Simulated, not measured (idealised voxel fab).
Name of the process module below: voxel wiring stack
For reference, the cross-section in this document is cut, with width 215 nm and square cells of 5 nm.
In what follows, cross-sections appear as grids of square cells, described through bands that run from the top down, where every band is one or more rows of cells. Each band's line starts with the height of the band's top and of its bottom, in nm. Then come its materials from left to right, each with its width in nm. One material with "full width" fills the band from edge to edge. "blank" is empty space. Height 0 is the level under which the wafer as received is all one material. The lowest band goes on downwards, as in "0..down". Note: "30 to 40" means the width goes from the first number (top row of the band) to the second number (bottom row) in equal steps per row of cells. What does "no modifications" mean for a step? It means no cell of the cross-section changed in that step. Reported under the label "Enclosed void list" are the empty spaces having no open way to the top and comprising 8 cells or more; the notation for each is width x height at distance, in which the distance is measured from the left edge and all three values are in nm. The remark found on a step's line after its settings is issued by the simulator itself and pertains to that step. You can add "overlay nm" to a step's line. For a step with a mask, it describes how far the mask lay to the right of its planned position, and a negative number describes a lay to the left.

The following list gives the planned process steps
| 1 | RECEIVE, material Si |
| 2 | CONFORMAL_DEP, material SiO2, thk nm 15 |
| 3 | DIRECTIONAL_DEP, material TiN, thk nm 5 |
| 4 | DIRECTIONAL_DEP, material Ru, thk nm 20 |
| 5 | PATTERN, tone cover, mask id METAL_1, material resist, width nm 20, pitch nm 45, thk nm 15, overlay nm 0 |
| 6 | DIRECTIONAL_ETCH, etch materials Ru, depth nm 20 |
| 7 | DIRECTIONAL_ETCH, etch materials TiN, depth nm 5 |
| 8 | STRIP, etch materials resist |
| 9 | FILL_DEP, material lowk, thk nm 5 |
| 10 | CMP, height nm 40 |
| 11 | CONFORMAL_DEP, material SiCN, thk nm 5 |
| 12 | DIRECTIONAL_DEP, material SiO2, thk nm 35 |
| 13 | PATTERN, tone open, mask id METAL_2, material resist, width nm 20, pitch nm 45, thk nm 20, overlay nm 0 |
| 14 | DIRECTIONAL_ETCH, etch materials SiO2, depth nm 20 |
| 15 | STRIP, etch materials resist |
| 16 | DIRECTIONAL_DEP, material aC, thk nm 15 |
| 17 | PATTERN, tone open, mask id METAL_2_HOLES, material resist, width nm 15, pitch nm 90, thk nm 35, overlay nm 0 |
| 18 | DIRECTIONAL_ETCH, etch materials aC, depth nm 15 |
| 19 | STRIP, etch materials resist |
| 20 | DIRECTIONAL_ETCH, etch materials SiO2, depth nm 15 |
| 21 | DIRECTIONAL_ETCH, etch materials SiCN, depth nm 5 |
| 22 | STRIP, etch materials aC |
| 23 | CONFORMAL_DEP, material TiN, thk nm 5 |
| 24 | FILL_DEP, material Cu, thk nm 5 |
| 25 | CMP, height nm 80 |
| 26 | CONFORMAL_DEP, material SiN, thk nm 5 |

Wafer, first of two, run as planned

Here's what the wafer looked like in cross-section when it arrived - that's after step 1
    0..down = Si full width
    Enclosed void list: none

So this is the wafer cross-section right after step 2
    15..0 = SiO2 full width
    Beneath the level 0, the cross-section is identical to its previous state.

So this is the wafer cross-section right after step 3
    20..15 = TiN full width
    Beneath the level 15, the cross-section is identical to its previous state.

So this is the wafer cross-section right after step 4
    40..20 = Ru full width
    Beneath the level 20, the cross-section is identical to its previous state.

So this is the wafer cross-section right after step 5
    55..40 = blank 30 nm  resist 20 nm  blank 25 nm  resist 20 nm  blank 25 nm  resist 20 nm  blank 25 nm  resist 20 nm  blank 30 nm
    Beneath the level 40, the cross-section is identical to its previous state.

So this is the wafer cross-section right after step 6
    55..40 = blank 30 nm  resist 20 nm  blank 25 nm  resist 20 nm  blank 25 nm  resist 20 nm  blank 25 nm  resist 20 nm  blank 30 nm
    40..20 = blank 30 nm  Ru 20 nm  blank 25 nm  Ru 20 nm  blank 25 nm  Ru 20 nm  blank 25 nm  Ru 20 nm  blank 30 nm
    Beneath the level 20, the cross-section is identical to its previous state.

So this is the wafer cross-section right after step 7
    55..40 = blank 30 nm  resist 20 nm  blank 25 nm  resist 20 nm  blank 25 nm  resist 20 nm  blank 25 nm  resist 20 nm  blank 30 nm
    40..20 = blank 30 nm  Ru 20 nm  blank 25 nm  Ru 20 nm  blank 25 nm  Ru 20 nm  blank 25 nm  Ru 20 nm  blank 30 nm
    20..15 = blank 30 nm  TiN 20 nm  blank 25 nm  TiN 20 nm  blank 25 nm  TiN 20 nm  blank 25 nm  TiN 20 nm  blank 30 nm
    Beneath the level 15, the cross-section is identical to its previous state.

So this is the wafer cross-section right after step 8
    40..20 = blank 30 nm  Ru 20 nm  blank 25 nm  Ru 20 nm  blank 25 nm  Ru 20 nm  blank 25 nm  Ru 20 nm  blank 30 nm
    Beneath the level 20, the cross-section is identical to its previous state.

So this is the wafer cross-section right after step 9
    45..40 = lowk full width
    40..20 = lowk 30 nm  Ru 20 nm  lowk 25 nm  Ru 20 nm  lowk 25 nm  Ru 20 nm  lowk 25 nm  Ru 20 nm  lowk 30 nm
    20..15 = lowk 30 nm  TiN 20 nm  lowk 25 nm  TiN 20 nm  lowk 25 nm  TiN 20 nm  lowk 25 nm  TiN 20 nm  lowk 30 nm
    Beneath the level 15, the cross-section is identical to its previous state.

So this is the wafer cross-section right after step 10
    40..20 = lowk 30 nm  Ru 20 nm  lowk 25 nm  Ru 20 nm  lowk 25 nm  Ru 20 nm  lowk 25 nm  Ru 20 nm  lowk 30 nm
    Beneath the level 20, the cross-section is identical to its previous state.

So this is the wafer cross-section right after step 11
    45..40 = SiCN full width
    Beneath the level 40, the cross-section is identical to its previous state.

So this is the wafer cross-section right after step 12
    80..45 = SiO2 full width
    Beneath the level 45, the cross-section is identical to its previous state.

So this is the wafer cross-section right after step 13
    100..80 = resist 30 nm  blank 20 nm  resist 25 nm  blank 20 nm  resist 25 nm  blank 20 nm  resist 25 nm  blank 20 nm  resist 30 nm
    Beneath the level 80, the cross-section is identical to its previous state.

So this is the wafer cross-section right after step 14
    100..80 = resist 30 nm  blank 20 nm  resist 25 nm  blank 20 nm  resist 25 nm  blank 20 nm  resist 25 nm  blank 20 nm  resist 30 nm
    80..60 = SiO2 30 nm  blank 20 nm  SiO2 25 nm  blank 20 nm  SiO2 25 nm  blank 20 nm  SiO2 25 nm  blank 20 nm  SiO2 30 nm
    Beneath the level 60, the cross-section is identical to its previous state.

So this is the wafer cross-section right after step 15
    80..60 = SiO2 30 nm  blank 20 nm  SiO2 25 nm  blank 20 nm  SiO2 25 nm  blank 20 nm  SiO2 25 nm  blank 20 nm  SiO2 30 nm
    Beneath the level 60, the cross-section is identical to its previous state.

So this is the wafer cross-section right after step 16
    95..80 = aC 30 nm  blank 20 nm  aC 25 nm  blank 20 nm  aC 25 nm  blank 20 nm  aC 25 nm  blank 20 nm  aC 30 nm
    80..75 = SiO2 30 nm  blank 20 nm  SiO2 25 nm  blank 20 nm  SiO2 25 nm  blank 20 nm  SiO2 25 nm  blank 20 nm  SiO2 30 nm
    75..60 = SiO2 30 nm  aC 20 nm  SiO2 25 nm  aC 20 nm  SiO2 25 nm  aC 20 nm  SiO2 25 nm  aC 20 nm  SiO2 30 nm
    Beneath the level 60, the cross-section is identical to its previous state.

So this is the wafer cross-section right after step 17
    130..95 = resist 30 nm  blank 15 nm  resist 75 nm  blank 15 nm  resist 80 nm
    95..80 = aC 30 nm  blank 15 nm  resist 5 nm  aC 25 nm  resist 20 nm  aC 25 nm  blank 15 nm  resist 5 nm  aC 25 nm  resist 20 nm  aC 30 nm
    80..75 = SiO2 30 nm  blank 15 nm  resist 5 nm  SiO2 25 nm  resist 20 nm  SiO2 25 nm  blank 15 nm  resist 5 nm  SiO2 25 nm  resist 20 nm  SiO2 30 nm
    Beneath the level 75, the cross-section is identical to its previous state.

So this is the wafer cross-section right after step 18
    115..95 = resist 30 nm  blank 15 nm  resist 75 nm  blank 15 nm  resist 80 nm
    95..80 = aC 30 nm  blank 15 nm  resist 5 nm  aC 25 nm  resist 20 nm  aC 25 nm  blank 15 nm  resist 5 nm  aC 25 nm  resist 20 nm  aC 30 nm
    80..75 = SiO2 30 nm  blank 15 nm  resist 5 nm  SiO2 25 nm  resist 20 nm  SiO2 25 nm  blank 15 nm  resist 5 nm  SiO2 25 nm  resist 20 nm  SiO2 30 nm
    75..60 = SiO2 30 nm  blank 15 nm  aC 5 nm  SiO2 25 nm  aC 20 nm  SiO2 25 nm  blank 15 nm  aC 5 nm  SiO2 25 nm  aC 20 nm  SiO2 30 nm
    Beneath the level 60, the cross-section is identical to its previous state.

So this is the wafer cross-section right after step 19
    95..80 = aC 30 nm  blank 20 nm  aC 25 nm  blank 20 nm  aC 25 nm  blank 20 nm  aC 25 nm  blank 20 nm  aC 30 nm
    80..75 = SiO2 30 nm  blank 20 nm  SiO2 25 nm  blank 20 nm  SiO2 25 nm  blank 20 nm  SiO2 25 nm  blank 20 nm  SiO2 30 nm
    Beneath the level 75, the cross-section is identical to its previous state.

So this is the wafer cross-section right after step 20
    95..80 = aC 30 nm  blank 20 nm  aC 25 nm  blank 20 nm  aC 25 nm  blank 20 nm  aC 25 nm  blank 20 nm  aC 30 nm
    80..75 = SiO2 30 nm  blank 20 nm  SiO2 25 nm  blank 20 nm  SiO2 25 nm  blank 20 nm  SiO2 25 nm  blank 20 nm  SiO2 30 nm
    75..60 = SiO2 30 nm  blank 15 nm  aC 5 nm  SiO2 25 nm  aC 20 nm  SiO2 25 nm  blank 15 nm  aC 5 nm  SiO2 25 nm  aC 20 nm  SiO2 30 nm
    60..45 = SiO2 30 nm  blank 15 nm  SiO2 75 nm  blank 15 nm  SiO2 80 nm
    Beneath the level 45, the cross-section is identical to its previous state.

So this is the wafer cross-section right after step 21
    95..80 = aC 30 nm  blank 20 nm  aC 25 nm  blank 20 nm  aC 25 nm  blank 20 nm  aC 25 nm  blank 20 nm  aC 30 nm
    80..75 = SiO2 30 nm  blank 20 nm  SiO2 25 nm  blank 20 nm  SiO2 25 nm  blank 20 nm  SiO2 25 nm  blank 20 nm  SiO2 30 nm
    75..60 = SiO2 30 nm  blank 15 nm  aC 5 nm  SiO2 25 nm  aC 20 nm  SiO2 25 nm  blank 15 nm  aC 5 nm  SiO2 25 nm  aC 20 nm  SiO2 30 nm
    60..45 = SiO2 30 nm  blank 15 nm  SiO2 75 nm  blank 15 nm  SiO2 80 nm
    45..40 = SiCN 30 nm  blank 15 nm  SiCN 75 nm  blank 15 nm  SiCN 80 nm
    Beneath the level 40, the cross-section is identical to its previous state.

So this is the wafer cross-section right after step 22
    80..60 = SiO2 30 nm  blank 20 nm  SiO2 25 nm  blank 20 nm  SiO2 25 nm  blank 20 nm  SiO2 25 nm  blank 20 nm  SiO2 30 nm
    Beneath the level 60, the cross-section is identical to its previous state.

So this is the wafer cross-section right after step 23
    85..80 = TiN 35 nm  blank 10 nm  TiN 35 nm  blank 10 nm  TiN 35 nm  blank 10 nm  TiN 35 nm  blank 10 nm  TiN 35 nm
    80..65 = SiO2 30 nm  TiN 5 nm  blank 10 nm  TiN 5 nm  SiO2 25 nm  TiN 5 nm  blank 10 nm  TiN 5 nm  SiO2 25 nm  TiN 5 nm  blank 10 nm  TiN 5 nm  SiO2 25 nm  TiN 5 nm  blank 10 nm  TiN 5 nm  SiO2 30 nm
    65..60 = SiO2 30 nm  TiN 5 nm  blank 5 nm  TiN 10 nm  SiO2 25 nm  TiN 20 nm  SiO2 25 nm  TiN 5 nm  blank 5 nm  TiN 10 nm  SiO2 25 nm  TiN 20 nm  SiO2 30 nm
    60..45 = SiO2 30 nm  TiN 5 nm  blank 5 nm  TiN 5 nm  SiO2 75 nm  TiN 5 nm  blank 5 nm  TiN 5 nm  SiO2 80 nm
    45..40 = SiCN 30 nm  TiN 15 nm  SiCN 75 nm  TiN 15 nm  SiCN 80 nm
    Beneath the level 40, the cross-section is identical to its previous state.

So this is the wafer cross-section right after step 24
    90..85 = Cu full width
    85..80 = TiN 35 nm  Cu 10 nm  TiN 35 nm  Cu 10 nm  TiN 35 nm  Cu 10 nm  TiN 35 nm  Cu 10 nm  TiN 35 nm
    80..65 = SiO2 30 nm  TiN 5 nm  Cu 10 nm  TiN 5 nm  SiO2 25 nm  TiN 5 nm  Cu 10 nm  TiN 5 nm  SiO2 25 nm  TiN 5 nm  Cu 10 nm  TiN 5 nm  SiO2 25 nm  TiN 5 nm  Cu 10 nm  TiN 5 nm  SiO2 30 nm
    65..60 = SiO2 30 nm  TiN 5 nm  Cu 5 nm  TiN 10 nm  SiO2 25 nm  TiN 20 nm  SiO2 25 nm  TiN 5 nm  Cu 5 nm  TiN 10 nm  SiO2 25 nm  TiN 20 nm  SiO2 30 nm
    60..45 = SiO2 30 nm  TiN 5 nm  Cu 5 nm  TiN 5 nm  SiO2 75 nm  TiN 5 nm  Cu 5 nm  TiN 5 nm  SiO2 80 nm
    Beneath the level 45, the cross-section is identical to its previous state.

So this is the wafer cross-section right after step 25
    80..65 = SiO2 30 nm  TiN 5 nm  Cu 10 nm  TiN 5 nm  SiO2 25 nm  TiN 5 nm  Cu 10 nm  TiN 5 nm  SiO2 25 nm  TiN 5 nm  Cu 10 nm  TiN 5 nm  SiO2 25 nm  TiN 5 nm  Cu 10 nm  TiN 5 nm  SiO2 30 nm
    Beneath the level 65, the cross-section is identical to its previous state.

So this is the wafer cross-section right after step 26
    85..80 = SiN full width
    Beneath the level 80, the cross-section is identical to its previous state.

The second wafer began exactly as the first did and followed the same plan, but one mistake was made while running it; through step 10 inclusive, the two wafers are identical

Second wafer, cut view, end of step 11 per plan
    75..40 = SiO2 full width
    Beneath the level 40, the cross-section is identical to its previous state.

Second wafer, cut view, end of step 12 per plan
    80..75 = SiCN full width
    Beneath the level 75, the cross-section is identical to its previous state.

Second wafer, cut view, end of step 13 per plan
    100..80 = resist 30 nm  blank 20 nm  resist 25 nm  blank 20 nm  resist 25 nm  blank 20 nm  resist 25 nm  blank 20 nm  resist 30 nm
    Beneath the level 80, the cross-section is identical to its previous state.

Second wafer, cut view, end of step 14 per plan: no modifications

Second wafer, cut view, end of step 15 per plan
    80..75 = SiCN full width
    Beneath the level 75, the cross-section is identical to its previous state.

Second wafer, cut view, end of step 16 per plan
    95..80 = aC full width
    Beneath the level 80, the cross-section is identical to its previous state.

Second wafer, cut view, end of step 17 per plan
    130..95 = resist 30 nm  blank 15 nm  resist 75 nm  blank 15 nm  resist 80 nm
    Beneath the level 95, the cross-section is identical to its previous state.

Second wafer, cut view, end of step 18 per plan
    115..95 = resist 30 nm  blank 15 nm  resist 75 nm  blank 15 nm  resist 80 nm
    95..80 = aC 30 nm  blank 15 nm  aC 75 nm  blank 15 nm  aC 80 nm
    Beneath the level 80, the cross-section is identical to its previous state.

Second wafer, cut view, end of step 19 per plan
    95..80 = aC 30 nm  blank 15 nm  aC 75 nm  blank 15 nm  aC 80 nm
    Beneath the level 80, the cross-section is identical to its previous state.

Second wafer, cut view, end of step 20 per plan: no modifications

Second wafer, cut view, end of step 21 per plan
    95..80 = aC 30 nm  blank 15 nm  aC 75 nm  blank 15 nm  aC 80 nm
    80..75 = SiCN 30 nm  blank 15 nm  SiCN 75 nm  blank 15 nm  SiCN 80 nm
    Beneath the level 75, the cross-section is identical to its previous state.

Second wafer, cut view, end of step 22 per plan
    80..75 = SiCN 30 nm  blank 15 nm  SiCN 75 nm  blank 15 nm  SiCN 80 nm
    Beneath the level 75, the cross-section is identical to its previous state.

Second wafer, cut view, end of step 23 per plan
    85..80 = TiN 35 nm  blank 5 nm  TiN 85 nm  blank 5 nm  TiN 85 nm
    80..75 = SiCN 30 nm  TiN 15 nm  SiCN 75 nm  TiN 15 nm  SiCN 80 nm
    Beneath the level 75, the cross-section is identical to its previous state.

Second wafer, cut view, end of step 24 per plan
    90..85 = Cu full width
    85..80 = TiN 35 nm  Cu 5 nm  TiN 85 nm  Cu 5 nm  TiN 85 nm
    Beneath the level 80, the cross-section is identical to its previous state.

Second wafer, cut view, end of step 25 per plan
    80..75 = SiCN 30 nm  TiN 15 nm  SiCN 75 nm  TiN 15 nm  SiCN 80 nm
    Beneath the level 75, the cross-section is identical to its previous state.

Second wafer, cut view, end of step 26 per plan
    85..80 = SiN full width
    Beneath the level 80, the cross-section is identical to its previous state.
Misprocessing identified: so 11 and 12 got swapped relative to the plan, each ran where the other was supposed to
Final difference in cells, second wafer against first, listed per material as more or fewer: 32 fewer of Cu; 82 more of SiO2; 50 fewer of TiN
